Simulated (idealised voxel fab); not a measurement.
Name of the process module below: voxel transistor to metal
Section shown: cut. Width: 185 nm. Cell size: 5 nm, square.
Each cross-section below is a grid of square cells, stated as bands in top-down order, with one or more rows of cells making up each band. Top, bottom (nm), then materials left to right with widths (nm); lone material tagged "throughout" fills the whole band edge to edge; "blank" = empty space. Heights are expressed relative to 0, this being the level below which the as-received wafer comprises one material exclusively. The lowest band is unbounded in the downward direction and is denoted as in "z 0 and below". Width spec "30 to 40" -> top row of cells at first value, bottom row at second value, equal per-row change in between. Basically "no modification" means that step didn't change any cell in the cross-section. "Closed internal voids" specifies each empty space that is not open to the top and that occupies no fewer than 8 cells, using the form width x height at distance, the distance measured from the left edge and all three quantities in nm. If you see something after the settings on a step's line, that's the simulator's own remark about that step. Steps that use a mask can have "overlay nm" on their line. It says how far the mask sat to the right of where it was meant to be. Negative means to the left. Pairs, read this way: before one process step on the one hand, after it on the other, the after cross-section ending at the lowest band that changed; the step between, settings included, beneath. Same starting wafer throughout, but possibly different runs of this module, so no pair continues from the pair above unless its entry headed "Pre-process" says so.

[Pre-process]
z 45 to 35 | Ru throughout
z 35 to 30 | 45 of TiN | 5 of Ru | 80 of TiN | 5 of Ru | 50 of TiN
z 30 to 15 | 40 of SiO2 | 5 of TiN | 5 of Ru | 5 of TiN | 70 of SiO2 | 5 of TiN | 5 of Ru | 5 of TiN | 45 of SiO2
z 15 to 0 | 40 of SiO2 | 5 of TiN | 5 of Ru | 5 of TiN | 10 of SiO2 | 5 of SiN | 5 of HfO2 | 5 of TiN | 20 of W | 5 of TiN | 5 of HfO2 | 5 of SiN | 10 of SiO2 | 5 of TiN | 5 of Ru | 5 of TiN | 45 of SiO2
z 0 to -5 | 30 of SiO2 | 5 of SiN | 5 of SiO2 | 5 of TiN | 5 of Ru | 5 of TiN | 10 of SiO2 | 5 of SiN | 5 of HfO2 | 30 of TiN | 5 of HfO2 | 5 of SiN | 10 of SiO2 | 5 of TiN | 5 of Ru | 5 of TiN | 5 of SiO2 | 5 of SiN | 35 of SiO2
z -5 to -10 | 40 of SiO2 | 15 of TiN | 5 of SiO2 | 5 of SiGe | 5 of SiO2 | 40 of HfO2 | 5 of SiO2 | 5 of SiGe | 5 of SiO2 | 15 of TiN | 45 of SiO2
z -10 to -20 | 60 of SiO2 | 5 of SiGe | 50 of Si | 5 of SiGe | 65 of SiO2
z -20 to -25 | 35 of SiO2 | 30 of SiGe | 50 of Si | 30 of SiGe | 40 of SiO2
z -25 to -30 | 35 of SiO2 | 110 of Si | 40 of SiO2
z -30 and below | Si throughout
Closed internal voids: none

[Cross-Section After Step]
z 30 to 15 | 40 of SiO2 | 5 of TiN | 5 of Ru | 5 of TiN | 70 of SiO2 | 5 of TiN | 5 of Ru | 5 of TiN | 45 of SiO2
Unchanged below 15.
Closed internal voids: none
Connecting step for the cross-sections above: CMP,height nm 30

Pre-process: the pre-step structure is the one depicted after the step in the pair just above.

[Cross-Section After Step]
z 35 to 30 | SiN throughout
Unchanged below 30.
Closed internal voids: none
Connecting step for the cross-sections above: CONFORMAL_DEP,material SiN,thk nm 5

Pre-process: the pre-step structure is the one depicted after the step in the pair just above.

[Cross-Section After Step]
z 60 to 35 | SiO2 throughout
Unchanged below 35.
Closed internal voids: none
Connecting step for the cross-sections above: DIRECTIONAL_DEP,material SiO2,thk nm 25

Pre-process: the pre-step structure is the one depicted after the step in the pair just above.

[Cross-Section After Step]
z 80 to 60 | 40 of resist | 15 of blank | 70 of resist | 15 of blank | 45 of resist
Unchanged below 60.
Closed internal voids: none
Connecting step for the cross-sections above: PATTERN,tone open,mask id METAL_1,material resist,width nm 15,pitch nm 85,thk nm 20,overlay nm 0

Pre-process: the pre-step structure is the one depicted after the step in the pair just above.

[Cross-Section After Step]
z 80 to 60 | 40 of resist | 15 of blank | 70 of resist | 15 of blank | 45 of resist
z 60 to 35 | 40 of SiO2 | 15 of blank | 70 of SiO2 | 15 of blank | 45 of SiO2
Unchanged below 35.
Closed internal voids: none
Connecting step for the cross-sections above: DIRECTIONAL_ETCH,etch materials SiO2,depth nm 25

Pre-process: the pre-step structure is the one depicted after the step in the pair just above.

[Cross-Section After Step]
z 80 to 60 | 40 of resist | 15 of blank | 70 of resist | 15 of blank | 45 of resist
z 60 to 35 | 40 of SiO2 | 15 of blank | 70 of SiO2 | 15 of blank | 45 of SiO2
z 35 to 30 | 40 of SiN | 15 of blank | 70 of SiN | 15 of blank | 45 of SiN
Unchanged below 30.
Closed internal voids: none
Connecting step for the cross-sections above: DIRECTIONAL_ETCH,etch materials SiN,depth nm 5

Pre-process: the pre-step structure is the one depicted after the step in the pair just above.

[Cross-Section After Step]
z 60 to 35 | 40 of SiO2 | 15 of blank | 70 of SiO2 | 15 of blank | 45 of SiO2
Unchanged below 35.
Closed internal voids: none
Connecting step for the cross-sections above: STRIP,etch materials resist

Pre-process: the pre-step structure is the one depicted after the step in the pair just above.

[Cross-Section After Step]
z 65 to 60 | 45 of TiN | 5 of blank | 80 of TiN | 5 of blank | 50 of TiN
z 60 to 35 | 40 of SiO2 | 5 of TiN | 5 of blank | 5 of TiN | 70 of SiO2 | 5 of TiN | 5 of blank | 5 of TiN | 45 of SiO2
z 35 to 30 | 40 of SiN | 15 of TiN | 70 of SiN | 15 of TiN | 45 of SiN
Unchanged below 30.
Closed internal voids: none
Connecting step for the cross-sections above: CONFORMAL_DEP,material TiN,thk nm 5

Pre-process: the pre-step structure is the one depicted after the step in the pair just above.

[Cross-Section After Step]
z 75 to 65 | Cu throughout
z 65 to 60 | 45 of TiN | 5 of Cu | 80 of TiN | 5 of Cu | 50 of TiN
z 60 to 35 | 40 of SiO2 | 5 of TiN | 5 of Cu | 5 of TiN | 70 of SiO2 | 5 of TiN | 5 of Cu | 5 of TiN | 45 of SiO2
Unchanged below 35.
Closed internal voids: none
Connecting step for the cross-sections above: FILL_DEP,material Cu,thk nm 10

Pre-process: the pre-step structure is the one depicted after the step in the pair just above.

[Cross-Section After Step]
z 60 to 35 | 40 of SiO2 | 5 of TiN | 5 of Cu | 5 of TiN | 70 of SiO2 | 5 of TiN | 5 of Cu | 5 of TiN | 45 of SiO2
Unchanged below 35.
Closed internal voids: none
Connecting step for the cross-sections above: CMP,height nm 60

Pre-process: the pre-step structure is the one depicted after the step in the pair just above.

[Cross-Section After Step]
z 65 to 60 | SiCN throughout
Unchanged below 60.
Closed internal voids: none
Connecting step for the cross-sections above: CONFORMAL_DEP,material SiCN,thk nm 5

[Pre-process]
z 30 to 15 | SiO2 throughout
z 15 to 0 | 65 of SiO2 | 5 of SiN | 5 of HfO2 | 5 of TiN | 20 of W | 5 of TiN | 5 of HfO2 | 5 of SiN | 70 of SiO2
z 0 to -5 | 30 of SiO2 | 5 of SiN | 30 of SiO2 | 5 of SiN | 5 of HfO2 | 30 of TiN | 5 of HfO2 | 5 of SiN | 30 of SiO2 | 5 of SiN | 35 of SiO2
z -5 to -10 | 60 of SiO2 | 5 of SiGe | 5 of SiO2 | 40 of HfO2 | 5 of SiO2 | 5 of SiGe | 65 of SiO2
z -10 to -15 | 35 of SiO2 | 30 of SiGe | 50 of Si | 30 of SiGe | 40 of SiO2
z -15 to -30 | 35 of SiO2 | 110 of Si | 40 of SiO2
z -30 and below | Si throughout
Closed internal voids: none

[Cross-Section After Step]
z 45 to 30 | 35 of resist | 25 of blank | 60 of resist | 25 of blank | 40 of resist
Unchanged below 30.
Closed internal voids: none
Connecting step for the cross-sections above: PATTERN,tone open,mask id CONTACT,material resist,width nm 25,pitch nm 85,thk nm 15,overlay nm 0

Pre-process: the pre-step structure is the one depicted after the step in the pair just above.

[Cross-Section After Step]
z 45 to 30 | 35 of resist | 25 of blank | 60 of resist | 25 of blank | 40 of resist
z 30 to 15 | 35 of SiO2 | 25 of blank | 60 of SiO2 | 25 of blank | 40 of SiO2
z 15 to 0 | 35 of SiO2 | 25 of blank | 5 of SiO2 | 5 of SiN | 5 of HfO2 | 5 of TiN | 20 of W | 5 of TiN | 5 of HfO2 | 5 of SiN | 5 of SiO2 | 25 of blank | 40 of SiO2
z 0 to -5 | 30 of SiO2 | 5 of SiN | 25 of blank | 5 of SiO2 | 5 of SiN | 5 of HfO2 | 30 of TiN | 5 of HfO2 | 5 of SiN | 5 of SiO2 | 25 of blank | 5 of SiN | 35 of SiO2
z -5 to -10 | 35 of SiO2 | 25 of blank | 5 of SiGe | 5 of SiO2 | 40 of HfO2 | 5 of SiO2 | 5 of SiGe | 25 of blank | 40 of SiO2
Unchanged below -10.
Closed internal voids: none
Connecting step for the cross-sections above: DIRECTIONAL_ETCH,etch materials SiO2,depth nm 40

Pre-process: the pre-step structure is the one depicted after the step in the pair just above.

[Cross-Section After Step]
z 30 to 15 | 35 of SiO2 | 25 of blank | 60 of SiO2 | 25 of blank | 40 of SiO2
Unchanged below 15.
Closed internal voids: none
Connecting step for the cross-sections above: STRIP,etch materials resist

Pre-process: the pre-step structure is the one depicted after the step in the pair just above.

[Cross-Section After Step]
z 35 to 30 | 40 of TiN | 15 of blank | 70 of TiN | 15 of blank | 45 of TiN
z 30 to 15 | 35 of SiO2 | 5 of TiN | 15 of blank | 5 of TiN | 60 of SiO2 | 5 of TiN | 15 of blank | 5 of TiN | 40 of SiO2
z 15 to 0 | 35 of SiO2 | 5 of TiN | 15 of blank | 5 of TiN | 5 of SiO2 | 5 of SiN | 5 of HfO2 | 5 of TiN | 20 of W | 5 of TiN | 5 of HfO2 | 5 of SiN | 5 of SiO2 | 5 of TiN | 15 of blank | 5 of TiN | 40 of SiO2
z 0 to -5 | 30 of SiO2 | 5 of SiN | 5 of TiN | 15 of blank | 5 of TiN | 5 of SiO2 | 5 of SiN | 5 of HfO2 | 30 of TiN | 5 of HfO2 | 5 of SiN | 5 of SiO2 | 5 of TiN | 15 of blank | 5 of TiN | 5 of SiN | 35 of SiO2
z -5 to -10 | 35 of SiO2 | 25 of TiN | 5 of SiGe | 5 of SiO2 | 40 of HfO2 | 5 of SiO2 | 5 of SiGe | 25 of TiN | 40 of SiO2
Unchanged below -10.
Closed internal voids: none
Connecting step for the cross-sections above: CONFORMAL_DEP,material TiN,thk nm 5

Pre-process: the pre-step structure is the one depicted after the step in the pair just above.

[Cross-Section After Step]
z 45 to 35 | Ru throughout
z 35 to 30 | 40 of TiN | 15 of Ru | 70 of TiN | 15 of Ru | 45 of TiN
z 30 to 15 | 35 of SiO2 | 5 of TiN | 15 of Ru | 5 of TiN | 60 of SiO2 | 5 of TiN | 15 of Ru | 5 of TiN | 40 of SiO2
z 15 to 0 | 35 of SiO2 | 5 of TiN | 15 of Ru | 5 of TiN | 5 of SiO2 | 5 of SiN | 5 of HfO2 | 5 of TiN | 20 of W | 5 of TiN | 5 of HfO2 | 5 of SiN | 5 of SiO2 | 5 of TiN | 15 of Ru | 5 of TiN | 40 of SiO2
z 0 to -5 | 30 of SiO2 | 5 of SiN | 5 of TiN | 15 of Ru | 5 of TiN | 5 of SiO2 | 5 of SiN | 5 of HfO2 | 30 of TiN | 5 of HfO2 | 5 of SiN | 5 of SiO2 | 5 of TiN | 15 of Ru | 5 of TiN | 5 of SiN | 35 of SiO2
Unchanged below -5.
Closed internal voids: none
Connecting step for the cross-sections above: FILL_DEP,material Ru,thk nm 10

Pre-process: the pre-step structure is the one depicted after the step in the pair just above.

[Cross-Section After Step]
z 30 to 15 | 35 of SiO2 | 5 of TiN | 15 of Ru | 5 of TiN | 60 of SiO2 | 5 of TiN | 15 of Ru | 5 of TiN | 40 of SiO2
Unchanged below 15.
Closed internal voids: none
Connecting step for the cross-sections above: CMP,height nm 30

Pre-process: the pre-step structure is the one depicted after the step in the pair just above.

[Cross-Section After Step]
z 35 to 30 | SiN throughout
Unchanged below 30.
Closed internal voids: none
Connecting step for the cross-sections above: CONFORMAL_DEP,material SiN,thk nm 5

Pre-process: the pre-step structure is the one depicted after the step in the pair just above.

[Cross-Section After Step]
z 60 to 35 | SiO2 throughout
Unchanged below 35.
Closed internal voids: none
Connecting step for the cross-sections above: DIRECTIONAL_DEP,material SiO2,thk nm 25

Pre-process: the pre-step structure is the one depicted after the step in the pair just above.

[Cross-Section After Step]
z 80 to 60 | 40 of resist | 15 of blank | 70 of resist | 15 of blank | 45 of resist
Unchanged below 60.
Closed internal voids: none
Connecting step for the cross-sections above: PATTERN,tone open,mask id METAL_1,material resist,width nm 15,pitch nm 85,thk nm 20,overlay nm 0

Pre-process: the pre-step structure is the one depicted after the step in the pair just above.

[Cross-Section After Step]
z 80 to 60 | 40 of resist | 15 of blank | 70 of resist | 15 of blank | 45 of resist
z 60 to 35 | 40 of SiO2 | 15 of blank | 70 of SiO2 | 15 of blank | 45 of SiO2
Unchanged below 35.
Closed internal voids: none
Connecting step for the cross-sections above: DIRECTIONAL_ETCH,etch materials SiO2,depth nm 25

Pre-process: the pre-step structure is the one depicted after the step in the pair just above.

[Cross-Section After Step]
z 80 to 60 | 40 of resist | 15 of blank | 70 of resist | 15 of blank | 45 of resist
z 60 to 35 | 40 of SiO2 | 15 of blank | 70 of SiO2 | 15 of blank | 45 of SiO2
z 35 to 30 | 40 of SiN | 15 of blank | 70 of SiN | 15 of blank | 45 of SiN
Unchanged below 30.
Closed internal voids: none
Connecting step for the cross-sections above: DIRECTIONAL_ETCH,etch materials SiN,depth nm 5

Pre-process: the pre-step structure is the one depicted after the step in the pair just above.

[Cross-Section After Step]
z 60 to 35 | 40 of SiO2 | 15 of blank | 70 of SiO2 | 15 of blank | 45 of SiO2
Unchanged below 35.
Closed internal voids: none
Connecting step for the cross-sections above: STRIP,etch materials resist

Pre-process: the pre-step structure is the one depicted after the step in the pair just above.

[Cross-Section After Step]
z 65 to 60 | 45 of TiN | 5 of blank | 80 of TiN | 5 of blank | 50 of TiN
z 60 to 35 | 40 of SiO2 | 5 of TiN | 5 of blank | 5 of TiN | 70 of SiO2 | 5 of TiN | 5 of blank | 5 of TiN | 45 of SiO2
z 35 to 30 | 40 of SiN | 15 of TiN | 70 of SiN | 15 of TiN | 45 of SiN
Unchanged below 30.
Closed internal voids: none
Connecting step for the cross-sections above: CONFORMAL_DEP,material TiN,thk nm 5

Pre-process: the pre-step structure is the one depicted after the step in the pair just above.

[Cross-Section After Step]
z 75 to 65 | Cu throughout
z 65 to 60 | 45 of TiN | 5 of Cu | 80 of TiN | 5 of Cu | 50 of TiN
z 60 to 35 | 40 of SiO2 | 5 of TiN | 5 of Cu | 5 of TiN | 70 of SiO2 | 5 of TiN | 5 of Cu | 5 of TiN | 45 of SiO2
Unchanged below 35.
Closed internal voids: none
Connecting step for the cross-sections above: FILL_DEP,material Cu,thk nm 10

Pre-process: the pre-step structure is the one depicted after the step in the pair just above.

[Cross-Section After Step]
z 60 to 35 | 40 of SiO2 | 5 of TiN | 5 of Cu | 5 of TiN | 70 of SiO2 | 5 of TiN | 5 of Cu | 5 of TiN | 45 of SiO2
Unchanged below 35.
Closed internal voids: none
Connecting step for the cross-sections above: CMP,height nm 60

Pre-process: the pre-step structure is the one depicted after the step in the pair just above.

[Cross-Section After Step]
z 65 to 60 | SiCN throughout
Unchanged below 60.
Closed internal voids: none
Connecting step for the cross-sections above: CONFORMAL_DEP,material SiCN,thk nm 5

[Pre-process]
z 60 to 35 | SiO2 throughout
z 35 to 30 | SiN throughout
z 30 to 15 | 40 of SiO2 | 5 of TiN | 5 of Ru | 5 of TiN | 70 of SiO2 | 5 of TiN | 5 of Ru | 5 of TiN | 45 of SiO2
z 15 to 0 | 40 of SiO2 | 5 of TiN | 5 of Ru | 5 of TiN | 10 of SiO2 | 5 of SiN | 5 of HfO2 | 5 of TiN | 20 of W | 5 of TiN | 5 of HfO2 | 5 of SiN | 10 of SiO2 | 5 of TiN | 5 of Ru | 5 of TiN | 45 of SiO2
z 0 to -5 | 30 of SiO2 | 5 of SiN | 5 of SiO2 | 5 of TiN | 5 of Ru | 5 of TiN | 10 of SiO2 | 5 of SiN | 5 of HfO2 | 30 of TiN | 5 of HfO2 | 5 of SiN | 10 of SiO2 | 5 of TiN | 5 of Ru | 5 of TiN | 5 of SiO2 | 5 of SiN | 35 of SiO2
z -5 to -10 | 40 of SiO2 | 15 of TiN | 5 of SiO2 | 5 of SiGe | 5 of SiO2 | 40 of HfO2 | 5 of SiO2 | 5 of SiGe | 5 of SiO2 | 15 of TiN | 45 of SiO2
z -10 to -15 | 35 of SiO2 | 30 of SiGe | 50 of Si | 30 of SiGe | 40 of SiO2
z -15 to -30 | 35 of SiO2 | 110 of Si | 40 of SiO2
z -30 and below | Si throughout
Closed internal voids: none

[Cross-Section After Step]
z 80 to 60 | 30 of resist | 15 of blank | 70 of resist | 15 of blank | 55 of resist
Unchanged below 60.
Closed internal voids: none
Connecting step for the cross-sections above: PATTERN,tone open,mask id METAL_1,material resist,width nm 15,pitch nm 85,thk nm 20,overlay nm -10

Pre-process: the pre-step structure is the one depicted after the step in the pair just above.

[Cross-Section After Step]
z 80 to 60 | 30 of resist | 15 of blank | 70 of resist | 15 of blank | 55 of resist
z 60 to 35 | 30 of SiO2 | 15 of blank | 70 of SiO2 | 15 of blank | 55 of SiO2
Unchanged below 35.
Closed internal voids: none
Connecting step for the cross-sections above: DIRECTIONAL_ETCH,etch materials SiO2,depth nm 25

Pre-process: the pre-step structure is the one depicted after the step in the pair just above.

[Cross-Section After Step]
z 80 to 60 | 30 of resist | 15 of blank | 70 of resist | 15 of blank | 55 of resist
z 60 to 35 | 30 of SiO2 | 15 of blank | 70 of SiO2 | 15 of blank | 55 of SiO2
z 35 to 30 | 30 of SiN | 15 of blank | 70 of SiN | 15 of blank | 55 of SiN
Unchanged below 30.
Closed internal voids: none
Connecting step for the cross-sections above: DIRECTIONAL_ETCH,etch materials SiN,depth nm 5

Pre-process: the pre-step structure is the one depicted after the step in the pair just above.

[Cross-Section After Step]
z 60 to 35 | 30 of SiO2 | 15 of blank | 70 of SiO2 | 15 of blank | 55 of SiO2
Unchanged below 35.
Closed internal voids: none
Connecting step for the cross-sections above: STRIP,etch materials resist

Pre-process: the pre-step structure is the one depicted after the step in the pair just above.

[Cross-Section After Step]
z 65 to 60 | 35 of TiN | 5 of blank | 80 of TiN | 5 of blank | 60 of TiN
z 60 to 35 | 30 of SiO2 | 5 of TiN | 5 of blank | 5 of TiN | 70 of SiO2 | 5 of TiN | 5 of blank | 5 of TiN | 55 of SiO2
z 35 to 30 | 30 of SiN | 15 of TiN | 70 of SiN | 15 of TiN | 55 of SiN
Unchanged below 30.
Closed internal voids: none
Connecting step for the cross-sections above: CONFORMAL_DEP,material TiN,thk nm 5

Pre-process: the pre-step structure is the one depicted after the step in the pair just above.

[Cross-Section After Step]
z 75 to 65 | Cu throughout
z 65 to 60 | 35 of TiN | 5 of Cu | 80 of TiN | 5 of Cu | 60 of TiN
z 60 to 35 | 30 of SiO2 | 5 of TiN | 5 of Cu | 5 of TiN | 70 of SiO2 | 5 of TiN | 5 of Cu | 5 of TiN | 55 of SiO2
Unchanged below 35.
Closed internal voids: none
Connecting step for the cross-sections above: FILL_DEP,material Cu,thk nm 10

Pre-process: the pre-step structure is the one depicted after the step in the pair just above.

[Cross-Section After Step]
z 60 to 35 | 30 of SiO2 | 5 of TiN | 5 of Cu | 5 of TiN | 70 of SiO2 | 5 of TiN | 5 of Cu | 5 of TiN | 55 of SiO2
Unchanged below 35.
Closed internal voids: none
Connecting step for the cross-sections above: CMP,height nm 60

Pre-process: the pre-step structure is the one depicted after the step in the pair just above.

[Cross-Section After Step]
z 65 to 60 | SiCN throughout
Unchanged below 60.
Closed internal voids: none
Connecting step for the cross-sections above: CONFORMAL_DEP,material SiCN,thk nm 5

[Pre-process]
z 20 to 15 | 65 of blank | 5 of SiN | 40 of blank | 5 of SiN | 70 of blank
z 15 to 0 | 65 of SiO2 | 5 of SiN | 40 of blank | 5 of SiN | 70 of SiO2
z 0 to -5 | 30 of SiO2 | 5 of SiN | 30 of SiO2 | 5 of SiN | 40 of blank | 5 of SiN | 30 of SiO2 | 5 of SiN | 35 of SiO2
z -5 to -10 | 60 of SiO2 | 5 of SiGe | 5 of SiO2 | 40 of blank | 5 of SiO2 | 5 of SiGe | 65 of SiO2
z -10 to -15 | 35 of SiO2 | 30 of SiGe | 50 of Si | 30 of SiGe | 40 of SiO2
z -15 to -30 | 35 of SiO2 | 110 of Si | 40 of SiO2
z -30 and below | Si throughout
Closed internal voids: none

[Cross-Section After Step]
z 25 to 20 | 60 of blank | 15 of Ru | 30 of blank | 15 of Ru | 65 of blank
z 20 to 15 | 65 of Ru | 5 of SiN | 5 of Ru | 30 of blank | 5 of Ru | 5 of SiN | 70 of Ru
z 15 to 0 | 65 of SiO2 | 5 of SiN | 5 of Ru | 30 of blank | 5 of Ru | 5 of SiN | 70 of SiO2
z 0 to -5 | 30 of SiO2 | 5 of SiN | 30 of SiO2 | 5 of SiN | 5 of Ru | 30 of blank | 5 of Ru | 5 of SiN | 30 of SiO2 | 5 of SiN | 35 of SiO2
z -5 to -10 | 60 of SiO2 | 5 of SiGe | 5 of SiO2 | 40 of Ru | 5 of SiO2 | 5 of SiGe | 65 of SiO2
Unchanged below -10.
Closed internal voids: none
Connecting step for the cross-sections above: CONFORMAL_DEP,material Ru,thk nm 5

Pre-process: the pre-step structure is the one depicted after the step in the pair just above.

[Cross-Section After Step]
z 30 to 25 | 55 of blank | 25 of TiN | 20 of blank | 25 of TiN | 60 of blank
z 25 to 20 | 60 of TiN | 15 of Ru | 5 of TiN | 20 of blank | 5 of TiN | 15 of Ru | 65 of TiN
z 20 to 15 | 65 of Ru | 5 of SiN | 5 of Ru | 5 of TiN | 20 of blank | 5 of TiN | 5 of Ru | 5 of SiN | 70 of Ru
z 15 to 0 | 65 of SiO2 | 5 of SiN | 5 of Ru | 5 of TiN | 20 of blank | 5 of TiN | 5 of Ru | 5 of SiN | 70 of SiO2
z 0 to -5 | 30 of SiO2 | 5 of SiN | 30 of SiO2 | 5 of SiN | 5 of Ru | 30 of TiN | 5 of Ru | 5 of SiN | 30 of SiO2 | 5 of SiN | 35 of SiO2
Unchanged below -5.
Closed internal voids: none
Connecting step for the cross-sections above: CONFORMAL_DEP,material TiN,thk nm 5

Pre-process: the pre-step structure is the one depicted after the step in the pair just above.

[Cross-Section After Step]
z 35 to 30 | W throughout
z 30 to 25 | 55 of W | 25 of TiN | 20 of W | 25 of TiN | 60 of W
z 25 to 20 | 60 of TiN | 15 of Ru | 5 of TiN | 20 of W | 5 of TiN | 15 of Ru | 65 of TiN
z 20 to 15 | 65 of Ru | 5 of SiN | 5 of Ru | 5 of TiN | 20 of W | 5 of TiN | 5 of Ru | 5 of SiN | 70 of Ru
z 15 to 0 | 65 of SiO2 | 5 of SiN | 5 of Ru | 5 of TiN | 20 of W | 5 of TiN | 5 of Ru | 5 of SiN | 70 of SiO2
Unchanged below 0.
Closed internal voids: none
Connecting step for the cross-sections above: FILL_DEP,material W,thk nm 5

Pre-process: the pre-step structure is the one depicted after the step in the pair just above.

[Cross-Section After Step]
z 15 to 0 | 65 of SiO2 | 5 of SiN | 5 of Ru | 5 of TiN | 20 of W | 5 of TiN | 5 of Ru | 5 of SiN | 70 of SiO2
Unchanged below 0.
Closed internal voids: none
Connecting step for the cross-sections above: CMP,height nm 15

Pre-process: the pre-step structure is the one depicted after the step in the pair just above.

[Cross-Section After Step]
z 30 to 15 | SiO2 throughout
Unchanged below 15.
Closed internal voids: none
Connecting step for the cross-sections above: DIRECTIONAL_DEP,material SiO2,thk nm 15

Pre-process: the pre-step structure is the one depicted after the step in the pair just above.

[Cross-Section After Step]
z 45 to 30 | 40 of resist | 15 of blank | 70 of resist | 15 of blank | 45 of resist
Unchanged below 30.
Closed internal voids: none
Connecting step for the cross-sections above: PATTERN,tone open,mask id CONTACT,material resist,width nm 15,pitch nm 85,thk nm 15,overlay nm 0

Pre-process: the pre-step structure is the one depicted after the step in the pair just above.

[Cross-Section After Step]
z 45 to 30 | 40 of resist | 15 of blank | 70 of resist | 15 of blank | 45 of resist
z 30 to 15 | 40 of SiO2 | 15 of blank | 70 of SiO2 | 15 of blank | 45 of SiO2
z 15 to 0 | 40 of SiO2 | 15 of blank | 10 of SiO2 | 5 of SiN | 5 of Ru | 5 of TiN | 20 of W | 5 of TiN | 5 of Ru | 5 of SiN | 10 of SiO2 | 15 of blank | 45 of SiO2
z 0 to -5 | 30 of SiO2 | 5 of SiN | 5 of SiO2 | 15 of blank | 10 of SiO2 | 5 of SiN | 5 of Ru | 30 of TiN | 5 of Ru | 5 of SiN | 10 of SiO2 | 15 of blank | 5 of SiO2 | 5 of SiN | 35 of SiO2
z -5 to -10 | 40 of SiO2 | 15 of blank | 5 of SiO2 | 5 of SiGe | 5 of SiO2 | 40 of Ru | 5 of SiO2 | 5 of SiGe | 5 of SiO2 | 15 of blank | 45 of SiO2
Unchanged below -10.
Closed internal voids: none
Connecting step for the cross-sections above: DIRECTIONAL_ETCH,etch materials SiO2,depth nm 40

Pre-process: the pre-step structure is the one depicted after the step in the pair just above.

[Cross-Section After Step]
z 30 to 15 | 40 of SiO2 | 15 of blank | 70 of SiO2 | 15 of blank | 45 of SiO2
Unchanged below 15.
Closed internal voids: none
Connecting step for the cross-sections above: STRIP,etch materials resist

Pre-process: the pre-step structure is the one depicted after the step in the pair just above.

[Cross-Section After Step]
z 35 to 30 | 45 of TiN | 5 of blank | 80 of TiN | 5 of blank | 50 of TiN
z 30 to 15 | 40 of SiO2 | 5 of TiN | 5 of blank | 5 of TiN | 70 of SiO2 | 5 of TiN | 5 of blank | 5 of TiN | 45 of SiO2
z 15 to 0 | 40 of SiO2 | 5 of TiN | 5 of blank | 5 of TiN | 10 of SiO2 | 5 of SiN | 5 of Ru | 5 of TiN | 20 of W | 5 of TiN | 5 of Ru | 5 of SiN | 10 of SiO2 | 5 of TiN | 5 of blank | 5 of TiN | 45 of SiO2
z 0 to -5 | 30 of SiO2 | 5 of SiN | 5 of SiO2 | 5 of TiN | 5 of blank | 5 of TiN | 10 of SiO2 | 5 of SiN | 5 of Ru | 30 of TiN | 5 of Ru | 5 of SiN | 10 of SiO2 | 5 of TiN | 5 of blank | 5 of TiN | 5 of SiO2 | 5 of SiN | 35 of SiO2
z -5 to -10 | 40 of SiO2 | 15 of TiN | 5 of SiO2 | 5 of SiGe | 5 of SiO2 | 40 of Ru | 5 of SiO2 | 5 of SiGe | 5 of SiO2 | 15 of TiN | 45 of SiO2
Unchanged below -10.
Closed internal voids: none
Connecting step for the cross-sections above: CONFORMAL_DEP,material TiN,thk nm 5

Pre-process: the pre-step structure is the one depicted after the step in the pair just above.

[Cross-Section After Step]
z 45 to 35 | Ru throughout
z 35 to 30 | 45 of TiN | 5 of Ru | 80 of TiN | 5 of Ru | 50 of TiN
z 30 to 15 | 40 of SiO2 | 5 of TiN | 5 of Ru | 5 of TiN | 70 of SiO2 | 5 of TiN | 5 of Ru | 5 of TiN | 45 of SiO2
z 15 to 0 | 40 of SiO2 | 5 of TiN | 5 of Ru | 5 of TiN | 10 of SiO2 | 5 of SiN | 5 of Ru | 5 of TiN | 20 of W | 5 of TiN | 5 of Ru | 5 of SiN | 10 of SiO2 | 5 of TiN | 5 of Ru | 5 of TiN | 45 of SiO2
z 0 to -5 | 30 of SiO2 | 5 of SiN | 5 of SiO2 | 5 of TiN | 5 of Ru | 5 of TiN | 10 of SiO2 | 5 of SiN | 5 of Ru | 30 of TiN | 5 of Ru | 5 of SiN | 10 of SiO2 | 5 of TiN | 5 of Ru | 5 of TiN | 5 of SiO2 | 5 of SiN | 35 of SiO2
Unchanged below -5.
Closed internal voids: none
Connecting step for the cross-sections above: FILL_DEP,material Ru,thk nm 10

Pre-process: the pre-step structure is the one depicted after the step in the pair just above.

[Cross-Section After Step]
z 30 to 15 | 40 of SiO2 | 5 of TiN | 5 of Ru | 5 of TiN | 70 of SiO2 | 5 of TiN | 5 of Ru | 5 of TiN | 45 of SiO2
Unchanged below 15.
Closed internal voids: none
Connecting step for the cross-sections above: CMP,height nm 30

Pre-process: the pre-step structure is the one depicted after the step in the pair just above.

[Cross-Section After Step]
z 35 to 30 | SiN throughout
Unchanged below 30.
Closed internal voids: none
Connecting step for the cross-sections above: CONFORMAL_DEP,material SiN,thk nm 5

Pre-process: the pre-step structure is the one depicted after the step in the pair just above.

[Cross-Section After Step]
z 60 to 35 | SiO2 throughout
Unchanged below 35.
Closed internal voids: none
Connecting step for the cross-sections above: DIRECTIONAL_DEP,material SiO2,thk nm 25

Pre-process: the pre-step structure is the one depicted after the step in the pair just above.

[Cross-Section After Step]
z 80 to 60 | 40 of resist | 15 of blank | 70 of resist | 15 of blank | 45 of resist
Unchanged below 60.
Closed internal voids: none
Connecting step for the cross-sections above: PATTERN,tone open,mask id METAL_1,material resist,width nm 15,pitch nm 85,thk nm 20,overlay nm 0

Pre-process: the pre-step structure is the one depicted after the step in the pair just above.

[Cross-Section After Step]
z 80 to 60 | 40 of resist | 15 of blank | 70 of resist | 15 of blank | 45 of resist
z 60 to 35 | 40 of SiO2 | 15 of blank | 70 of SiO2 | 15 of blank | 45 of SiO2
Unchanged below 35.
Closed internal voids: none
Connecting step for the cross-sections above: DIRECTIONAL_ETCH,etch materials SiO2,depth nm 25

Pre-process: the pre-step structure is the one depicted after the step in the pair just above.

[Cross-Section After Step]
z 80 to 60 | 40 of resist | 15 of blank | 70 of resist | 15 of blank | 45 of resist
z 60 to 35 | 40 of SiO2 | 15 of blank | 70 of SiO2 | 15 of blank | 45 of SiO2
z 35 to 30 | 40 of SiN | 15 of blank | 70 of SiN | 15 of blank | 45 of SiN
Unchanged below 30.
Closed internal voids: none
Connecting step for the cross-sections above: DIRECTIONAL_ETCH,etch materials SiN,depth nm 5

Pre-process: the pre-step structure is the one depicted after the step in the pair just above.

[Cross-Section After Step]
z 60 to 35 | 40 of SiO2 | 15 of blank | 70 of SiO2 | 15 of blank | 45 of SiO2
Unchanged below 35.
Closed internal voids: none
Connecting step for the cross-sections above: STRIP,etch materials resist
